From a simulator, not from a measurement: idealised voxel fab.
process module | voxel wiring stack
Cross-sectional view cut (width: 280 nm; square cell size: 5 nm).
Cross-sections here: square-cell grids, written as top-down lists of bands, a band being one or more rows of cells. Quick guide to a band line: top height, bottom height (nm) up front; then every material left to right with its width in nm. Only one material and it's marked "edge to edge"? Then it fills the band edge to edge. And "blank" just means empty space. Heights are expressed relative to 0, this being the level below which the as-received wafer comprises one material exclusively. The lowest band is unbounded in the downward direction and is denoted as in "from 0 down". Width "30->40": first value at the band's top row of cells, second value at its bottom row, equal change from row to row. Given "everything unchanged" for a step, no cell of the cross-section differs between before and after that step. Any empty space of 8 cells or more lacking an open way to the top shows up in "Sealed internal voids" as width x height at distance, distance from the left edge, in nm. Heads up: the bit after the settings on a step's line is the simulator's remark on that step. overlay nm, on a step with a mask: how far to the right of its planned place the mask lay; to the left if negative.

## Steps in the process plan
1. RECEIVE with material Si
2. CONFORMAL_DEP with material SiO2, thk nm 10
3. DIRECTIONAL_DEP with material TiN, thk nm 5
4. DIRECTIONAL_DEP with material Ru, thk nm 20
5. PATTERN with tone cover, mask id METAL_1, material resist, width nm 20, pitch nm 40, thk nm 20, overlay nm 0
6. DIRECTIONAL_ETCH with etch materials Ru, depth nm 20
7. DIRECTIONAL_ETCH with etch materials TiN, depth nm 5
8. STRIP with etch materials resist
9. FILL_DEP with material SiO2, thk nm 10
10. CMP with height nm 35
11. CONFORMAL_DEP with material SiCN, thk nm 5
12. DIRECTIONAL_DEP with material lowk, thk nm 10
13. MASKED_ETCH with tone open, mask id PLUG_1, width nm 15, etch materials lowk, depth nm 10, overlay nm 0
14. MASKED_ETCH with tone open, mask id PLUG_1, width nm 15, etch materials SiCN, depth nm 5, overlay nm 0
15. CONFORMAL_DEP with material TiN, thk nm 5
16. FILL_DEP with material Ru, thk nm 10
17. CMP with height nm 50
18. CONFORMAL_DEP with material SiCN, thk nm 5
19. DIRECTIONAL_DEP with material SiO2, thk nm 15
20. MASKED_ETCH with tone open, mask id METAL_2, width nm 20, pitch nm 40, etch materials SiO2, depth nm 15, overlay nm 0
21. MASKED_ETCH with tone open, mask id METAL_2, width nm 20, pitch nm 40, etch materials SiCN, depth nm 5, overlay nm 0
22. CONFORMAL_DEP with material TiN, thk nm 5
23. FILL_DEP with material Ru, thk nm 10
24. CMP with height nm 70
25. EPI with material Ru, thk nm 5
26. FILL_DEP with material SiCN, thk nm 5

## Cross-section: wafer on arrival = after step 1
- from 0 down: Si edge to edge
- Sealed internal voids: none

## The plan above was carried out on the starting structure above with one mistake, and this cross-section shows the wafer at the end of the module
- from 80 to 75: SiCN edge to edge
- from 75 to 70: SiCN 110, then Ru 25, then SiCN 15, then Ru 25, then SiCN 105
- from 70 to 55: SiO2 115, then TiN 5, then Ru 5, then TiN 5, then SiO2 25, then TiN 5, then Ru 5, then TiN 5, then SiO2 110
- from 55 to 50: SiCN 115, then TiN 15, then SiCN 25, then TiN 15, then SiCN 110
- from 50 to 40: lowk 110, then TiN 5, then Ru 5, then TiN 5, then lowk 155
- from 40 to 35: SiCN 110, then TiN 15, then SiCN 155
- from 35 to 15: SiO2 110, then Ru 20, then SiO2 20, then Ru 20, then SiO2 110
- from 15 to 10: SiO2 110, then TiN 20, then SiO2 20, then TiN 20, then SiO2 110
- from 10 to 0: SiO2 edge to edge
- from 0 down: Si edge to edge
- Sealed internal voids: none
Here's what went sideways: step 20 ran differently from the plan; actual operation with settings: MASKED_ETCH with tone open, mask id METAL_2, width nm 15, pitch nm 40, etch materials SiO2, depth nm 15, overlay nm 0
